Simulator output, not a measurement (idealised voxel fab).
Process module under the name voxel ribs on slabs
For reference, the cross-section in this document is cut, with width 285 nm and square cells of 5 nm.
Cross-section layout: square cells on a grid; listed as bands, top to bottom; a band spans one or more cell rows. Heights first: top, then bottom, in nm. Then materials, left to right, each with a width in nm. "throughout" on a single material: fills the band edge to edge. "air": empty space. Height reference: 0 = level under which incoming wafer is all one material. Lowest band: no bottom, runs on downward, e.g. "0 down". A two-number width, for instance "30..40", indicates that the width is equal to the first number in the top row of the band and to the second number in the bottom row, and that it changes by a constant amount per row of cells. "stayed the same" for a step: no cell of the cross-section changed in that step. Empty spaces counting at least 8 cells and having no open way to the top are listed in "Enclosed cavities". The notation width x height at distance is used for each, the distance being from the left edge and all three values in nm. Note: text after step settings on the step line = simulator remark on that step. overlay nm, on a step with a mask: how far to the right of its planned place the mask lay; to the left if negative.

Planned step list for the process:
1: RECEIVE,material Si
2: DIRECTIONAL_DEP,material SiO2,thk nm 30
3: DIRECTIONAL_DEP,material SiN,thk nm 20
4: DIRECTIONAL_DEP,material aC,thk nm 15
5: PATTERN,tone cover,mask id RIB,material resist,width nm 30,thk nm 30,overlay nm 0
6: DIRECTIONAL_ETCH,etch materials aC,depth nm 15
7: STRIP,etch materials resist
8: DIRECTIONAL_ETCH,etch materials SiN,depth nm 5
9: STRIP,etch materials aC
10: DIRECTIONAL_DEP,material aC,thk nm 15
11: PATTERN,tone cover,mask id SLAB,material resist,width nm 60,thk nm 35,overlay nm 0
12: DIRECTIONAL_ETCH,etch materials aC,depth nm 15
13: STRIP,etch materials resist
14: DIRECTIONAL_ETCH,etch materials SiN,depth nm 15
15: STRIP,etch materials aC
16: FILL_DEP,material SiO2,thk nm 25
17: CMP,height nm 65
18: DIRECTIONAL_DEP,material W,thk nm 10
19: PATTERN,tone cover,mask id HEATER,material resist,width nm 40,thk nm 20,overlay nm 0
20: DIRECTIONAL_ETCH,etch materials W,depth nm 10
21: STRIP,etch materials resist
22: CONFORMAL_DEP,material SiN,thk nm 10

Cross-section, incoming material, after step 1:
> 0 down | Si throughout
> Enclosed cavities: none

Here's the cross-section of the first of our two wafers at the end of the module - it ran as planned:
> 85 to 75 | 110 nm air  60 nm SiN  115 nm air
> 75 to 65 | 120 nm SiN  40 nm W  125 nm SiN
> 65 to 50 | SiO2 throughout
> 50 to 45 | 125 nm SiO2  30 nm SiN  130 nm SiO2
> 45 to 30 | 110 nm SiO2  60 nm SiN  115 nm SiO2
> 30 to 0 | SiO2 throughout
> 0 down | Si throughout
> Enclosed cavities: none

Second wafer of the two, sectioned at the end of the module. It began like the first and followed the same plan, but one mistake was made while running it:
> 85 to 75 | 110 nm air  60 nm SiN  115 nm air
> 75 to 65 | 120 nm SiN  40 nm W  125 nm SiN
> 65 to 30 | SiN throughout
> 30 to 0 | SiO2 throughout
> 0 down | Si throughout
> Enclosed cavities: none
It is concluded that the wafer was processed incorrectly with respect to the plan, in that contrary to plan, step 16 was performed as FILL_DEP,material SiN,thk nm 25
FYI, end of process, the second wafer has more or fewer cells of some materials than the first: +357 SiN | -357 SiO2
